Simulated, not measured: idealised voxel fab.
Name of the process module below: voxel capacitor over wiring
Pictured: cross-section cut, 215 nm wide, on a grid of 5 nm square cells.
Format of a cross-section: grid, square cells. Given as bands. Order: top down. Band: one or more rows of cells.
The band entry comprises the height of the band's top followed by the height of its bottom, expressed in nm, and subsequently the band's materials from left to right, each stated together with its width in nm. Where a single material is marked with the word "edge to edge", that material fills the band from edge to edge. The word "air" represents empty space.
Height reference: 0 = level under which incoming wafer is all one material. Lowest band: no bottom, runs on downward, e.g. "0 -> down".
Width: "30..40" (first number = top row, second number = bottom row, same change from row to row of cells).
The designation "remained unchanged", where it is given for a processing step, indicates that no cell of the cross-section was altered in the course of that step.
The entry "Enclosed internal voids" lists the empty spaces that cover at least 8 cells and have no open path to the top. Each is written as width x height at distance, where the distance is measured from the left edge and all three values are in nm.
Where a step's line continues beyond its settings, the continuation is a remark by the simulator itself on that step.
The setting "overlay nm" may be written on the line of a step. When the step uses a mask, the value reports how far to the right of the planned place the mask lay, and a negative value reports that it lay to the left.

# Intended process steps
| 1 | RECEIVE,material Si |
| 2 | CONFORMAL_DEP,material SiO2,thk nm 15 |
| 3 | DIRECTIONAL_DEP,material TiN,thk nm 5 |
| 4 | DIRECTIONAL_DEP,material W,thk nm 20 |
| 5 | MASKED_ETCH,tone cover,mask id METAL_1,width nm 20,pitch nm 90,etch materials W,depth nm 20,overlay nm 0 |
| 6 | MASKED_ETCH,tone cover,mask id METAL_1,width nm 20,pitch nm 90,etch materials TiN,depth nm 5,overlay nm 0 |
| 7 | FILL_DEP,material SiO2,thk nm 10 |
| 8 | CMP,height nm 40 |
| 9 | CONFORMAL_DEP,material SiCN,thk nm 5 |
| 10 | DIRECTIONAL_DEP,material SiO2,thk nm 15 |
| 11 | MASKED_ETCH,tone open,mask id PLUG_1,width nm 15,etch materials SiO2,depth nm 15,overlay nm 0 |
| 12 | MASKED_ETCH,tone open,mask id PLUG_1,width nm 15,etch materials SiCN,depth nm 5,overlay nm 0 |
| 13 | CONFORMAL_DEP,material TiN,thk nm 5 |
| 14 | FILL_DEP,material Ru,thk nm 5 |
| 15 | CMP,height nm 60 |
| 16 | DIRECTIONAL_DEP,material TiN,thk nm 5 |
| 17 | DIRECTIONAL_DEP,material HfO2,thk nm 5 |
| 18 | DIRECTIONAL_DEP,material TiN,thk nm 5 |
| 19 | PATTERN,tone cover,mask id UPPER_PLATE,material resist,width nm 75,thk nm 20,overlay nm 0 |
| 20 | DIRECTIONAL_ETCH,etch materials TiN,depth nm 5 |
| 21 | DIRECTIONAL_ETCH,etch materials HfO2,depth nm 5 |
| 22 | STRIP,etch materials resist |
| 23 | MASKED_ETCH,tone cover,mask id LOWER_PLATE,width nm 85,etch materials TiN,depth nm 5,overlay nm 0 |
| 24 | FILL_DEP,material SiO2,thk nm 15 |
| 25 | CMP,height nm 85 |
| 26 | MASKED_ETCH,tone open,mask id PLUG_2,width nm 15,etch materials SiO2,depth nm 10,overlay nm 0 |
| 27 | CONFORMAL_DEP,material TiN,thk nm 5 |
| 28 | FILL_DEP,material W,thk nm 10 |
| 29 | CMP,height nm 85 |
| 30 | CONFORMAL_DEP,material SiN,thk nm 5 |

# As received (post step 1): cross-section
    0 -> down | Si edge to edge
    Enclosed internal voids: none

# Same starting wafer, same plan as above, one mistake in the execution; this is the cross-section at the end of the module
    90 -> 85 | SiN edge to edge
    85 -> 80 | 65 SiO2 | 5 TiN | 5 W | 5 TiN | 135 SiO2
    80 -> 70 | 65..55 SiO2 | 15..75 TiN | 135..85 SiO2
    70 -> 65 | 55 SiO2 | 75 HfO2 | 85 SiO2
    65 -> 60 | 50 SiO2 | 85 TiN | 80 SiO2
    60 -> 50 | 55 SiO2 | 5 TiN | 5 Ru | 5 TiN | 145 SiO2
    50 -> 45 | 55 SiO2 | 15 TiN | 145 SiO2
    45 -> 40 | 55 SiCN | 10 TiN | 150 SiCN
    40 -> 20 | 50 SiO2 | 20 W | 70 SiO2 | 20 W | 55 SiO2
    20 -> 15 | 50 SiO2 | 20 TiN | 70 SiO2 | 20 TiN | 55 SiO2
    15 -> 0 | SiO2 edge to edge
    0 -> down | Si edge to edge
    Enclosed internal voids: none
Diagnosis: not per plan at step 12, really ran MASKED_ETCH,tone open,mask id PLUG_1,width nm 15,etch materials SiCN,depth nm 5,overlay nm -5
